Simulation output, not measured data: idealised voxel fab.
Title: Process Module voxel wiring stack
Displayed cross-section: cut, width of 210 nm, square cells sized 5 nm.
A cross-section is a grid of square cells, given in bands from the top down. A band is one or more rows of cells. What a band's entry tells you: where the top is and where the bottom is, as heights in nm, and after that what lies inside, material by material from left to right, each with its width in nm. Empty space is written as the word "empty", and a single material marked with the word "all across" occupies the band from edge to edge. Zero point of the height axis is 0; under it, received wafer = one material. Lowest band: continues down indefinitely, "z 0 and below". Width spec "30->40" -> top row of cells at first value, bottom row at second value, equal per-row change in between. Any step labelled "no alteration" changed none of the cells in the cross-section. The list in "Sealed internal cavities" covers empty spaces of 8 cells or more that cannot reach the top through any open way, and it gives each as width x height at distance; the distance is from the left edge, and width, height and distance are in nm. Read whatever lies past the settings on a step's line as the simulator's own remark about the step. overlay nm: where the mask lay relative to plan, measured to the right, on steps with a mask; negatives go left.

[Process steps foreseen in the plan]
- 1: RECEIVE | material Si
- 2: CONFORMAL_DEP | material SiO2 | thk nm 10
- 3: DIRECTIONAL_DEP | material TiN | thk nm 5
- 4: DIRECTIONAL_DEP | material W | thk nm 15
- 5: PATTERN | tone cover | mask id METAL_1 | material resist | width nm 30 | pitch nm 60 | thk nm 15 | overlay nm 0
- 6: DIRECTIONAL_ETCH | etch materials W | depth nm 15
- 7: DIRECTIONAL_ETCH | etch materials TiN | depth nm 5
- 8: STRIP | etch materials resist
- 9: FILL_DEP | material SiO2 | thk nm 5
- 10: CMP | height nm 30
- 11: CONFORMAL_DEP | material SiCN | thk nm 5
- 12: DIRECTIONAL_DEP | material SiO2 | thk nm 10
- 13: DIRECTIONAL_DEP | material aC | thk nm 10
- 14: PATTERN | tone open | mask id PLUG_1 | material resist | width nm 15 | pitch nm 60 | thk nm 25 | overlay nm 0
- 15: DIRECTIONAL_ETCH | etch materials aC | depth nm 10
- 16: STRIP | etch materials resist
- 17: DIRECTIONAL_ETCH | etch materials SiO2 | depth nm 10
- 18: DIRECTIONAL_ETCH | etch materials SiCN | depth nm 5
- 19: STRIP | etch materials aC
- 20: EPI | material Ru | thk nm 10
- 21: EPI | material Ru | thk nm 5
- 22: CONFORMAL_DEP | material SiN | thk nm 5
- 23: DIRECTIONAL_DEP | material SiO2 | thk nm 15
- 24: DIRECTIONAL_DEP | material aC | thk nm 15
- 25: PATTERN | tone open | mask id METAL_2 | material resist | width nm 30 | pitch nm 60 | thk nm 30 | overlay nm 0
- 26: DIRECTIONAL_ETCH | etch materials aC | depth nm 15
- 27: STRIP | etch materials resist
- 28: DIRECTIONAL_ETCH | etch materials SiO2 | depth nm 15
- 29: DIRECTIONAL_ETCH | etch materials SiN | depth nm 5
- 30: STRIP | etch materials aC
- 31: CONFORMAL_DEP | material TiN | thk nm 5
- 32: FILL_DEP | material W | thk nm 10
- 33: CMP | height nm 65
- 34: CONFORMAL_DEP | material SiCN | thk nm 5
- 35: DIRECTIONAL_DEP | material lowk | thk nm 15
- 36: DIRECTIONAL_DEP | material aC | thk nm 10
- 37: PATTERN | tone open | mask id PLUG_2 | material resist | width nm 15 | pitch nm 60 | thk nm 25 | overlay nm 0
- 38: DIRECTIONAL_ETCH | etch materials aC | depth nm 10
- 39: STRIP | etch materials resist
- 40: DIRECTIONAL_ETCH | etch materials lowk | depth nm 15
- 41: DIRECTIONAL_ETCH | etch materials SiCN | depth nm 5
- 42: STRIP | etch materials aC
- 43: EPI | material Ru | thk nm 10
- 44: EPI | material Ru | thk nm 10
- 45: DIRECTIONAL_DEP | material TiN | thk nm 5
- 46: DIRECTIONAL_DEP | material Ru | thk nm 15
- 47: DIRECTIONAL_DEP | material aC | thk nm 10
- 48: PATTERN | tone cover | mask id METAL_3 | material resist | width nm 30 | pitch nm 60 | thk nm 25 | overlay nm 0
- 49: DIRECTIONAL_ETCH | etch materials aC | depth nm 10
- 50: STRIP | etch materials resist
- 51: DIRECTIONAL_ETCH | etch materials Ru | depth nm 15
- 52: DIRECTIONAL_ETCH | etch materials TiN | depth nm 5
- 53: STRIP | etch materials aC
- 54: FILL_DEP | material lowk | thk nm 5
- 55: CMP | height nm 105
- 56: CONFORMAL_DEP | material SiCN | thk nm 5
- 57: DIRECTIONAL_DEP | material SiO2 | thk nm 20
- 58: MASKED_ETCH | tone open | mask id PLUG_3 | width nm 15 | pitch nm 120 | etch materials SiO2 | depth nm 20 | overlay nm 0
- 59: MASKED_ETCH | tone open | mask id PLUG_3 | width nm 15 | pitch nm 120 | etch materials SiCN | depth nm 5 | overlay nm 0
- 60: CONFORMAL_DEP | material TiN | thk nm 5
- 61: FILL_DEP | material Cu | thk nm 5
- 62: CMP | height nm 130
- 63: DIRECTIONAL_DEP | material TiN | thk nm 5
- 64: DIRECTIONAL_DEP | material W | thk nm 15
- 65: PATTERN | tone cover | mask id METAL_4 | material resist | width nm 30 | pitch nm 60 | thk nm 15 | overlay nm 0
- 66: DIRECTIONAL_ETCH | etch materials W | depth nm 15
- 67: DIRECTIONAL_ETCH | etch materials TiN | depth nm 5
- 68: STRIP | etch materials resist
- 69: FILL_DEP | material lowk | thk nm 10
- 70: CMP | height nm 150
- 71: CONFORMAL_DEP | material SiCN | thk nm 5

[First out of two wafers; run went to plan]

[Cross-section of the incoming wafer, state after step 1]
  z 0 and below: Si all across
  Sealed internal cavities: none

[After step 2, in cross-section]
  z 10 to 0: SiO2 all across
  Nothing below the height 0 has changed.

[After step 3, in cross-section]
  z 15 to 10: TiN all across
  Nothing below the height 10 has changed.

[After step 4, in cross-section]
  z 30 to 15: W all across
  Nothing below the height 15 has changed.

[After step 5, in cross-section]
  z 45 to 30: empty (30), then resist (30), then empty (30), then resist (30), then empty (30), then resist (30), then empty (30)
  Nothing below the height 30 has changed.

[After step 6, in cross-section]
  z 45 to 30: empty (30), then resist (30), then empty (30), then resist (30), then empty (30), then resist (30), then empty (30)
  z 30 to 15: empty (30), then W (30), then empty (30), then W (30), then empty (30), then W (30), then empty (30)
  Nothing below the height 15 has changed.

[After step 7, in cross-section]
  z 45 to 30: empty (30), then resist (30), then empty (30), then resist (30), then empty (30), then resist (30), then empty (30)
  z 30 to 15: empty (30), then W (30), then empty (30), then W (30), then empty (30), then W (30), then empty (30)
  z 15 to 10: empty (30), then TiN (30), then empty (30), then TiN (30), then empty (30), then TiN (30), then empty (30)
  Nothing below the height 10 has changed.

[After step 8, in cross-section]
  z 30 to 15: empty (30), then W (30), then empty (30), then W (30), then empty (30), then W (30), then empty (30)
  Nothing below the height 15 has changed.

[After step 9, in cross-section]
  z 35 to 30: SiO2 all across
  z 30 to 15: SiO2 (30), then W (30), then SiO2 (30), then W (30), then SiO2 (30), then W (30), then SiO2 (30)
  z 15 to 10: SiO2 (30), then TiN (30), then SiO2 (30), then TiN (30), then SiO2 (30), then TiN (30), then SiO2 (30)
  Nothing below the height 10 has changed.

[After step 10, in cross-section]
  z 30 to 15: SiO2 (30), then W (30), then SiO2 (30), then W (30), then SiO2 (30), then W (30), then SiO2 (30)
  Nothing below the height 15 has changed.

[After step 11, in cross-section]
  z 35 to 30: SiCN all across
  Nothing below the height 30 has changed.

[After step 12, in cross-section]
  z 45 to 35: SiO2 all across
  Nothing below the height 35 has changed.

[After step 13, in cross-section]
  z 55 to 45: aC all across
  Nothing below the height 45 has changed.

[After step 14, in cross-section]
  z 80 to 55: resist (30), then empty (15), then resist (45), then empty (15), then resist (45), then empty (15), then resist (45)
  Nothing below the height 55 has changed.

[After step 15, in cross-section]
  z 70 to 55: resist (30), then empty (15), then resist (45), then empty (15), then resist (45), then empty (15), then resist (45)
  z 55 to 45: aC (30), then empty (15), then aC (45), then empty (15), then aC (45), then empty (15), then aC (45)
  Nothing below the height 45 has changed.

[After step 16, in cross-section]
  z 55 to 45: aC (30), then empty (15), then aC (45), then empty (15), then aC (45), then empty (15), then aC (45)
  Nothing below the height 45 has changed.

[After step 17, in cross-section]
  z 55 to 45: aC (30), then empty (15), then aC (45), then empty (15), then aC (45), then empty (15), then aC (45)
  z 45 to 35: SiO2 (30), then empty (15), then SiO2 (45), then empty (15), then SiO2 (45), then empty (15), then SiO2 (45)
  Nothing below the height 35 has changed.

[After step 18, in cross-section]
  z 55 to 45: aC (30), then empty (15), then aC (45), then empty (15), then aC (45), then empty (15), then aC (45)
  z 45 to 35: SiO2 (30), then empty (15), then SiO2 (45), then empty (15), then SiO2 (45), then empty (15), then SiO2 (45)
  z 35 to 30: SiCN (30), then empty (15), then SiCN (45), then empty (15), then SiCN (45), then empty (15), then SiCN (45)
  Nothing below the height 30 has changed.

[After step 19, in cross-section]
  z 45 to 35: SiO2 (30), then empty (15), then SiO2 (45), then empty (15), then SiO2 (45), then empty (15), then SiO2 (45)
  Nothing below the height 35 has changed.

[After step 20, in cross-section]
  z 45 to 40: SiO2 (30), then empty (15), then SiO2 (45), then empty (15), then SiO2 (45), then empty (15), then SiO2 (45)
  z 40 to 35: SiO2 (30), then Ru (15), then SiO2 (45), then Ru (15), then SiO2 (45), then Ru (15), then SiO2 (45)
  z 35 to 30: SiCN (30), then Ru (15), then SiCN (45), then Ru (15), then SiCN (45), then Ru (15), then SiCN (45)
  Nothing below the height 30 has changed.

[After step 21, in cross-section]
  z 45 to 35: SiO2 (30), then Ru (15), then SiO2 (45), then Ru (15), then SiO2 (45), then Ru (15), then SiO2 (45)
  Nothing below the height 35 has changed.

[After step 22, in cross-section]
  z 50 to 45: SiN all across
  Nothing below the height 45 has changed.

[After step 23, in cross-section]
  z 65 to 50: SiO2 all across
  Nothing below the height 50 has changed.

[After step 24, in cross-section]
  z 80 to 65: aC all across
  Nothing below the height 65 has changed.

[After step 25, in cross-section]
  z 110 to 80: resist (30), then empty (30), then resist (30), then empty (30), then resist (30), then empty (30), then resist (30)
  Nothing below the height 80 has changed.

[After step 26, in cross-section]
  z 95 to 80: resist (30), then empty (30), then resist (30), then empty (30), then resist (30), then empty (30), then resist (30)
  z 80 to 65: aC (30), then empty (30), then aC (30), then empty (30), then aC (30), then empty (30), then aC (30)
  Nothing below the height 65 has changed.

[After step 27, in cross-section]
  z 80 to 65: aC (30), then empty (30), then aC (30), then empty (30), then aC (30), then empty (30), then aC (30)
  Nothing below the height 65 has changed.

[After step 28, in cross-section]
  z 80 to 65: aC (30), then empty (30), then aC (30), then empty (30), then aC (30), then empty (30), then aC (30)
  z 65 to 50: SiO2 (30), then empty (30), then SiO2 (30), then empty (30), then SiO2 (30), then empty (30), then SiO2 (30)
  Nothing below the height 50 has changed.

[After step 29, in cross-section]
  z 80 to 65: aC (30), then empty (30), then aC (30), then empty (30), then aC (30), then empty (30), then aC (30)
  z 65 to 50: SiO2 (30), then empty (30), then SiO2 (30), then empty (30), then SiO2 (30), then empty (30), then SiO2 (30)
  z 50 to 45: SiN (30), then empty (30), then SiN (30), then empty (30), then SiN (30), then empty (30), then SiN (30)
  Nothing below the height 45 has changed.

[After step 30, in cross-section]
  z 65 to 50: SiO2 (30), then empty (30), then SiO2 (30), then empty (30), then SiO2 (30), then empty (30), then SiO2 (30)
  Nothing below the height 50 has changed.

[After step 31, in cross-section]
  z 70 to 65: TiN (35), then empty (20), then TiN (40), then empty (20), then TiN (40), then empty (20), then TiN (35)
  z 65 to 50: SiO2 (30), then TiN (5), then empty (20), then TiN (5), then SiO2 (30), then TiN (5), then empty (20), then TiN (5), then SiO2 (30), then TiN (5), then empty (20), then TiN (5), then SiO2 (30)
  z 50 to 45: SiN (30), then TiN (30), then SiN (30), then TiN (30), then SiN (30), then TiN (30), then SiN (30)
  Nothing below the height 45 has changed.

[After step 32, in cross-section]
  z 80 to 70: W all across
  z 70 to 65: TiN (35), then W (20), then TiN (40), then W (20), then TiN (40), then W (20), then TiN (35)
  z 65 to 50: SiO2 (30), then TiN (5), then W (20), then TiN (5), then SiO2 (30), then TiN (5), then W (20), then TiN (5), then SiO2 (30), then TiN (5), then W (20), then TiN (5), then SiO2 (30)
  Nothing below the height 50 has changed.

[After step 33, in cross-section]
  z 65 to 50: SiO2 (30), then TiN (5), then W (20), then TiN (5), then SiO2 (30), then TiN (5), then W (20), then TiN (5), then SiO2 (30), then TiN (5), then W (20), then TiN (5), then SiO2 (30)
  Nothing below the height 50 has changed.

[After step 34, in cross-section]
  z 70 to 65: SiCN all across
  Nothing below the height 65 has changed.

[After step 35, in cross-section]
  z 85 to 70: lowk all across
  Nothing below the height 70 has changed.

[After step 36, in cross-section]
  z 95 to 85: aC all across
  Nothing below the height 85 has changed.

[After step 37, in cross-section]
  z 120 to 95: resist (30), then empty (15), then resist (45), then empty (15), then resist (45), then empty (15), then resist (45)
  Nothing below the height 95 has changed.

[After step 38, in cross-section]
  z 110 to 95: resist (30), then empty (15), then resist (45), then empty (15), then resist (45), then empty (15), then resist (45)
  z 95 to 85: aC (30), then empty (15), then aC (45), then empty (15), then aC (45), then empty (15), then aC (45)
  Nothing below the height 85 has changed.

[After step 39, in cross-section]
  z 95 to 85: aC (30), then empty (15), then aC (45), then empty (15), then aC (45), then empty (15), then aC (45)
  Nothing below the height 85 has changed.

[After step 40, in cross-section]
  z 95 to 85: aC (30), then empty (15), then aC (45), then empty (15), then aC (45), then empty (15), then aC (45)
  z 85 to 70: lowk (30), then empty (15), then lowk (45), then empty (15), then lowk (45), then empty (15), then lowk (45)
  Nothing below the height 70 has changed.

[After step 41, in cross-section]
  z 95 to 85: aC (30), then empty (15), then aC (45), then empty (15), then aC (45), then empty (15), then aC (45)
  z 85 to 70: lowk (30), then empty (15), then lowk (45), then empty (15), then lowk (45), then empty (15), then lowk (45)
  z 70 to 65: SiCN (30), then empty (15), then SiCN (45), then empty (15), then SiCN (45), then empty (15), then SiCN (45)
  Nothing below the height 65 has changed.

[After step 42, in cross-section]
  z 85 to 70: lowk (30), then empty (15), then lowk (45), then empty (15), then lowk (45), then empty (15), then lowk (45)
  Nothing below the height 70 has changed.

[After step 43, in cross-section]
  z 85 to 75: lowk (30), then empty (15), then lowk (45), then empty (15), then lowk (45), then empty (15), then lowk (45)
  z 75 to 70: lowk (30), then Ru (15), then lowk (45), then Ru (15), then lowk (45), then Ru (15), then lowk (45)
  z 70 to 65: SiCN (30), then Ru (15), then SiCN (45), then Ru (15), then SiCN (45), then Ru (15), then SiCN (45)
  Nothing below the height 65 has changed.

[After step 44, in cross-section]
  z 85 to 70: lowk (30), then Ru (15), then lowk (45), then Ru (15), then lowk (45), then Ru (15), then lowk (45)
  Nothing below the height 70 has changed.

[After step 45, in cross-section]
  z 90 to 85: TiN all across
  Nothing below the height 85 has changed.

[After step 46, in cross-section]
  z 105 to 90: Ru all across
  Nothing below the height 90 has changed.

[After step 47, in cross-section]
  z 115 to 105: aC all across
  Nothing below the height 105 has changed.

[After step 48, in cross-section]
  z 140 to 115: empty (30), then resist (30), then empty (30), then resist (30), then empty (30), then resist (30), then empty (30)
  Nothing below the height 115 has changed.

[After step 49, in cross-section]
  z 130 to 115: empty (30), then resist (30), then empty (30), then resist (30), then empty (30), then resist (30), then empty (30)
  z 115 to 105: empty (30), then aC (30), then empty (30), then aC (30), then empty (30), then aC (30), then empty (30)
  Nothing below the height 105 has changed.

[After step 50, in cross-section]
  z 115 to 105: empty (30), then aC (30), then empty (30), then aC (30), then empty (30), then aC (30), then empty (30)
  Nothing below the height 105 has changed.

[After step 51, in cross-section]
  z 115 to 105: empty (30), then aC (30), then empty (30), then aC (30), then empty (30), then aC (30), then empty (30)
  z 105 to 90: empty (30), then Ru (30), then empty (30), then Ru (30), then empty (30), then Ru (30), then empty (30)
  Nothing below the height 90 has changed.

[After step 52, in cross-section]
  z 115 to 105: empty (30), then aC (30), then empty (30), then aC (30), then empty (30), then aC (30), then empty (30)
  z 105 to 90: empty (30), then Ru (30), then empty (30), then Ru (30), then empty (30), then Ru (30), then empty (30)
  z 90 to 85: empty (30), then TiN (30), then empty (30), then TiN (30), then empty (30), then TiN (30), then empty (30)
  Nothing below the height 85 has changed.

[After step 53, in cross-section]
  z 105 to 90: empty (30), then Ru (30), then empty (30), then Ru (30), then empty (30), then Ru (30), then empty (30)
  Nothing below the height 90 has changed.

[After step 54, in cross-section]
  z 110 to 105: lowk all across
  z 105 to 90: lowk (30), then Ru (30), then lowk (30), then Ru (30), then lowk (30), then Ru (30), then lowk (30)
  z 90 to 85: lowk (30), then TiN (30), then lowk (30), then TiN (30), then lowk (30), then TiN (30), then lowk (30)
  Nothing below the height 85 has changed.

[After step 55, in cross-section]
  z 105 to 90: lowk (30), then Ru (30), then lowk (30), then Ru (30), then lowk (30), then Ru (30), then lowk (30)
  Nothing below the height 90 has changed.

[After step 56, in cross-section]
  z 110 to 105: SiCN all across
  Nothing below the height 105 has changed.

[After step 57, in cross-section]
  z 130 to 110: SiO2 all across
  Nothing below the height 110 has changed.

[After step 58, in cross-section]
  z 130 to 110: SiO2 (30), then empty (15), then SiO2 (105), then empty (15), then SiO2 (45)
  Nothing below the height 110 has changed.

[After step 59, in cross-section]
  z 130 to 110: SiO2 (30), then empty (15), then SiO2 (105), then empty (15), then SiO2 (45)
  z 110 to 105: SiCN (30), then empty (15), then SiCN (105), then empty (15), then SiCN (45)
  Nothing below the height 105 has changed.

[After step 60, in cross-section]
  z 135 to 130: TiN (35), then empty (5), then TiN (115), then empty (5), then TiN (50)
  z 130 to 110: SiO2 (30), then TiN (5), then empty (5), then TiN (5), then SiO2 (105), then TiN (5), then empty (5), then TiN (5), then SiO2 (45)
  z 110 to 105: SiCN (30), then TiN (15), then SiCN (105), then TiN (15), then SiCN (45)
  Nothing below the height 105 has changed.

[After step 61, in cross-section]
  z 140 to 135: Cu all across
  z 135 to 130: TiN (35), then Cu (5), then TiN (115), then Cu (5), then TiN (50)
  z 130 to 110: SiO2 (30), then TiN (5), then Cu (5), then TiN (5), then SiO2 (105), then TiN (5), then Cu (5), then TiN (5), then SiO2 (45)
  Nothing below the height 110 has changed.

[After step 62, in cross-section]
  z 130 to 110: SiO2 (30), then TiN (5), then Cu (5), then TiN (5), then SiO2 (105), then TiN (5), then Cu (5), then TiN (5), then SiO2 (45)
  Nothing below the height 110 has changed.

[After step 63, in cross-section]
  z 135 to 130: TiN all across
  Nothing below the height 130 has changed.

[After step 64, in cross-section]
  z 150 to 135: W all across
  Nothing below the height 135 has changed.

[After step 65, in cross-section]
  z 165 to 150: empty (30), then resist (30), then empty (30), then resist (30), then empty (30), then resist (30), then empty (30)
  Nothing below the height 150 has changed.

[After step 66, in cross-section]
  z 165 to 150: empty (30), then resist (30), then empty (30), then resist (30), then empty (30), then resist (30), then empty (30)
  z 150 to 135: empty (30), then W (30), then empty (30), then W (30), then empty (30), then W (30), then empty (30)
  Nothing below the height 135 has changed.

[After step 67, in cross-section]
  z 165 to 150: empty (30), then resist (30), then empty (30), then resist (30), then empty (30), then resist (30), then empty (30)
  z 150 to 135: empty (30), then W (30), then empty (30), then W (30), then empty (30), then W (30), then empty (30)
  z 135 to 130: empty (30), then TiN (30), then empty (30), then TiN (30), then empty (30), then TiN (30), then empty (30)
  Nothing below the height 130 has changed.

[After step 68, in cross-section]
  z 150 to 135: empty (30), then W (30), then empty (30), then W (30), then empty (30), then W (30), then empty (30)
  Nothing below the height 135 has changed.

[After step 69, in cross-section]
  z 160 to 150: lowk all across
  z 150 to 135: lowk (30), then W (30), then lowk (30), then W (30), then lowk (30), then W (30), then lowk (30)
  z 135 to 130: lowk (30), then TiN (30), then lowk (30), then TiN (30), then lowk (30), then TiN (30), then lowk (30)
  Nothing below the height 130 has changed.

[After step 70, in cross-section]
  z 150 to 135: lowk (30), then W (30), then lowk (30), then W (30), then lowk (30), then W (30), then lowk (30)
  Nothing below the height 135 has changed.

[After step 71, in cross-section]
  z 155 to 150: SiCN all across
  Nothing below the height 150 has changed.

[Wafer two: like wafer one in start and plan, but with one mistake in execution; identical up to and including step 22]

[Cross-section, second wafer, at the end time the plan gives for step 23]
  z 65 to 50: W all across
  Nothing below the height 50 has changed.

[Cross-section, second wafer, at the end time the plan gives for step 24]
  z 80 to 65: aC all across
  Nothing below the height 65 has changed.

[Cross-section, second wafer, at the end time the plan gives for step 25]
  z 110 to 80: resist (30), then empty (30), then resist (30), then empty (30), then resist (30), then empty (30), then resist (30)
  Nothing below the height 80 has changed.

[Cross-section, second wafer, at the end time the plan gives for step 26]
  z 95 to 80: resist (30), then empty (30), then resist (30), then empty (30), then resist (30), then empty (30), then resist (30)
  z 80 to 65: aC (30), then empty (30), then aC (30), then empty (30), then aC (30), then empty (30), then aC (30)
  Nothing below the height 65 has changed.

[Cross-section, second wafer, at the end time the plan gives for step 27]
  z 80 to 65: aC (30), then empty (30), then aC (30), then empty (30), then aC (30), then empty (30), then aC (30)
  Nothing below the height 65 has changed.

Cross-section, second wafer, at the end time the plan gives for step 28: no alteration

Cross-section, second wafer, at the end time the plan gives for step 29: no alteration

[Cross-section, second wafer, at the end time the plan gives for step 30]
  z 65 to 50: W all across
  Nothing below the height 50 has changed.

[Cross-section, second wafer, at the end time the plan gives for step 31]
  z 70 to 65: TiN all across
  Nothing below the height 65 has changed.

[Cross-section, second wafer, at the end time the plan gives for step 32]
  z 80 to 70: W all across
  Nothing below the height 70 has changed.

[Cross-section, second wafer, at the end time the plan gives for step 33]
  z 65 to 50: W all across
  Nothing below the height 50 has changed.

[Cross-section, second wafer, at the end time the plan gives for step 34]
  z 70 to 65: SiCN all across
  Nothing below the height 65 has changed.

[Cross-section, second wafer, at the end time the plan gives for step 35]
  z 85 to 70: lowk all across
  Nothing below the height 70 has changed.

[Cross-section, second wafer, at the end time the plan gives for step 36]
  z 95 to 85: aC all across
  Nothing below the height 85 has changed.

[Cross-section, second wafer, at the end time the plan gives for step 37]
  z 120 to 95: resist (30), then empty (15), then resist (45), then empty (15), then resist (45), then empty (15), then resist (45)
  Nothing below the height 95 has changed.

[Cross-section, second wafer, at the end time the plan gives for step 38]
  z 110 to 95: resist (30), then empty (15), then resist (45), then empty (15), then resist (45), then empty (15), then resist (45)
  z 95 to 85: aC (30), then empty (15), then aC (45), then empty (15), then aC (45), then empty (15), then aC (45)
  Nothing below the height 85 has changed.

[Cross-section, second wafer, at the end time the plan gives for step 39]
  z 95 to 85: aC (30), then empty (15), then aC (45), then empty (15), then aC (45), then empty (15), then aC (45)
  Nothing below the height 85 has changed.

[Cross-section, second wafer, at the end time the plan gives for step 40]
  z 95 to 85: aC (30), then empty (15), then aC (45), then empty (15), then aC (45), then empty (15), then aC (45)
  z 85 to 70: lowk (30), then empty (15), then lowk (45), then empty (15), then lowk (45), then empty (15), then lowk (45)
  Nothing below the height 70 has changed.

[Cross-section, second wafer, at the end time the plan gives for step 41]
  z 95 to 85: aC (30), then empty (15), then aC (45), then empty (15), then aC (45), then empty (15), then aC (45)
  z 85 to 70: lowk (30), then empty (15), then lowk (45), then empty (15), then lowk (45), then empty (15), then lowk (45)
  z 70 to 65: SiCN (30), then empty (15), then SiCN (45), then empty (15), then SiCN (45), then empty (15), then SiCN (45)
  Nothing below the height 65 has changed.

[Cross-section, second wafer, at the end time the plan gives for step 42]
  z 85 to 70: lowk (30), then empty (15), then lowk (45), then empty (15), then lowk (45), then empty (15), then lowk (45)
  Nothing below the height 70 has changed.

[Cross-section, second wafer, at the end time the plan gives for step 43]
  z 85 to 75: lowk (30), then empty (15), then lowk (45), then empty (15), then lowk (45), then empty (15), then lowk (45)
  z 75 to 70: lowk (30), then Ru (15), then lowk (45), then Ru (15), then lowk (45), then Ru (15), then lowk (45)
  z 70 to 65: SiCN (30), then Ru (15), then SiCN (45), then Ru (15), then SiCN (45), then Ru (15), then SiCN (45)
  Nothing below the height 65 has changed.

[Cross-section, second wafer, at the end time the plan gives for step 44]
  z 85 to 70: lowk (30), then Ru (15), then lowk (45), then Ru (15), then lowk (45), then Ru (15), then lowk (45)
  Nothing below the height 70 has changed.

[Cross-section, second wafer, at the end time the plan gives for step 45]
  z 90 to 85: TiN all across
  Nothing below the height 85 has changed.

[Cross-section, second wafer, at the end time the plan gives for step 46]
  z 105 to 90: Ru all across
  Nothing below the height 90 has changed.

[Cross-section, second wafer, at the end time the plan gives for step 47]
  z 115 to 105: aC all across
  Nothing below the height 105 has changed.

[Cross-section, second wafer, at the end time the plan gives for step 48]
  z 140 to 115: empty (30), then resist (30), then empty (30), then resist (30), then empty (30), then resist (30), then empty (30)
  Nothing below the height 115 has changed.

[Cross-section, second wafer, at the end time the plan gives for step 49]
  z 130 to 115: empty (30), then resist (30), then empty (30), then resist (30), then empty (30), then resist (30), then empty (30)
  z 115 to 105: empty (30), then aC (30), then empty (30), then aC (30), then empty (30), then aC (30), then empty (30)
  Nothing below the height 105 has changed.

[Cross-section, second wafer, at the end time the plan gives for step 50]
  z 115 to 105: empty (30), then aC (30), then empty (30), then aC (30), then empty (30), then aC (30), then empty (30)
  Nothing below the height 105 has changed.

[Cross-section, second wafer, at the end time the plan gives for step 51]
  z 115 to 105: empty (30), then aC (30), then empty (30), then aC (30), then empty (30), then aC (30), then empty (30)
  z 105 to 90: empty (30), then Ru (30), then empty (30), then Ru (30), then empty (30), then Ru (30), then empty (30)
  Nothing below the height 90 has changed.

[Cross-section, second wafer, at the end time the plan gives for step 52]
  z 115 to 105: empty (30), then aC (30), then empty (30), then aC (30), then empty (30), then aC (30), then empty (30)
  z 105 to 90: empty (30), then Ru (30), then empty (30), then Ru (30), then empty (30), then Ru (30), then empty (30)
  z 90 to 85: empty (30), then TiN (30), then empty (30), then TiN (30), then empty (30), then TiN (30), then empty (30)
  Nothing below the height 85 has changed.

[Cross-section, second wafer, at the end time the plan gives for step 53]
  z 105 to 90: empty (30), then Ru (30), then empty (30), then Ru (30), then empty (30), then Ru (30), then empty (30)
  Nothing below the height 90 has changed.

[Cross-section, second wafer, at the end time the plan gives for step 54]
  z 110 to 105: lowk all across
  z 105 to 90: lowk (30), then Ru (30), then lowk (30), then Ru (30), then lowk (30), then Ru (30), then lowk (30)
  z 90 to 85: lowk (30), then TiN (30), then lowk (30), then TiN (30), then lowk (30), then TiN (30), then lowk (30)
  Nothing below the height 85 has changed.

[Cross-section, second wafer, at the end time the plan gives for step 55]
  z 105 to 90: lowk (30), then Ru (30), then lowk (30), then Ru (30), then lowk (30), then Ru (30), then lowk (30)
  Nothing below the height 90 has changed.

[Cross-section, second wafer, at the end time the plan gives for step 56]
  z 110 to 105: SiCN all across
  Nothing below the height 105 has changed.

[Cross-section, second wafer, at the end time the plan gives for step 57]
  z 130 to 110: SiO2 all across
  Nothing below the height 110 has changed.

[Cross-section, second wafer, at the end time the plan gives for step 58]
  z 130 to 110: SiO2 (30), then empty (15), then SiO2 (105), then empty (15), then SiO2 (45)
  Nothing below the height 110 has changed.

[Cross-section, second wafer, at the end time the plan gives for step 59]
  z 130 to 110: SiO2 (30), then empty (15), then SiO2 (105), then empty (15), then SiO2 (45)
  z 110 to 105: SiCN (30), then empty (15), then SiCN (105), then empty (15), then SiCN (45)
  Nothing below the height 105 has changed.

[Cross-section, second wafer, at the end time the plan gives for step 60]
  z 135 to 130: TiN (35), then empty (5), then TiN (115), then empty (5), then TiN (50)
  z 130 to 110: SiO2 (30), then TiN (5), then empty (5), then TiN (5), then SiO2 (105), then TiN (5), then empty (5), then TiN (5), then SiO2 (45)
  z 110 to 105: SiCN (30), then TiN (15), then SiCN (105), then TiN (15), then SiCN (45)
  Nothing below the height 105 has changed.

[Cross-section, second wafer, at the end time the plan gives for step 61]
  z 140 to 135: Cu all across
  z 135 to 130: TiN (35), then Cu (5), then TiN (115), then Cu (5), then TiN (50)
  z 130 to 110: SiO2 (30), then TiN (5), then Cu (5), then TiN (5), then SiO2 (105), then TiN (5), then Cu (5), then TiN (5), then SiO2 (45)
  Nothing below the height 110 has changed.

[Cross-section, second wafer, at the end time the plan gives for step 62]
  z 130 to 110: SiO2 (30), then TiN (5), then Cu (5), then TiN (5), then SiO2 (105), then TiN (5), then Cu (5), then TiN (5), then SiO2 (45)
  Nothing below the height 110 has changed.

[Cross-section, second wafer, at the end time the plan gives for step 63]
  z 135 to 130: TiN all across
  Nothing below the height 130 has changed.

[Cross-section, second wafer, at the end time the plan gives for step 64]
  z 150 to 135: W all across
  Nothing below the height 135 has changed.

[Cross-section, second wafer, at the end time the plan gives for step 65]
  z 165 to 150: empty (30), then resist (30), then empty (30), then resist (30), then empty (30), then resist (30), then empty (30)
  Nothing below the height 150 has changed.

[Cross-section, second wafer, at the end time the plan gives for step 66]
  z 165 to 150: empty (30), then resist (30), then empty (30), then resist (30), then empty (30), then resist (30), then empty (30)
  z 150 to 135: empty (30), then W (30), then empty (30), then W (30), then empty (30), then W (30), then empty (30)
  Nothing below the height 135 has changed.

[Cross-section, second wafer, at the end time the plan gives for step 67]
  z 165 to 150: empty (30), then resist (30), then empty (30), then resist (30), then empty (30), then resist (30), then empty (30)
  z 150 to 135: empty (30), then W (30), then empty (30), then W (30), then empty (30), then W (30), then empty (30)
  z 135 to 130: empty (30), then TiN (30), then empty (30), then TiN (30), then empty (30), then TiN (30), then empty (30)
  Nothing below the height 130 has changed.

[Cross-section, second wafer, at the end time the plan gives for step 68]
  z 150 to 135: empty (30), then W (30), then empty (30), then W (30), then empty (30), then W (30), then empty (30)
  Nothing below the height 135 has changed.

[Cross-section, second wafer, at the end time the plan gives for step 69]
  z 160 to 150: lowk all across
  z 150 to 135: lowk (30), then W (30), then lowk (30), then W (30), then lowk (30), then W (30), then lowk (30)
  z 135 to 130: lowk (30), then TiN (30), then lowk (30), then TiN (30), then lowk (30), then TiN (30), then lowk (30)
  Nothing below the height 130 has changed.

[Cross-section, second wafer, at the end time the plan gives for step 70]
  z 150 to 135: lowk (30), then W (30), then lowk (30), then W (30), then lowk (30), then W (30), then lowk (30)
  Nothing below the height 135 has changed.

[Cross-section, second wafer, at the end time the plan gives for step 71]
  z 155 to 150: SiCN all across
  Nothing below the height 150 has changed.
So what did we get wrong on this run? step 23 was run on a setting that differed from the plan, and what really ran there is DIRECTIONAL_DEP | material W | thk nm 15
Final comparison by cell count, materials where the second wafer has more or fewer than the first: +18 SiN; -72 SiO2; -36 TiN; +90 W
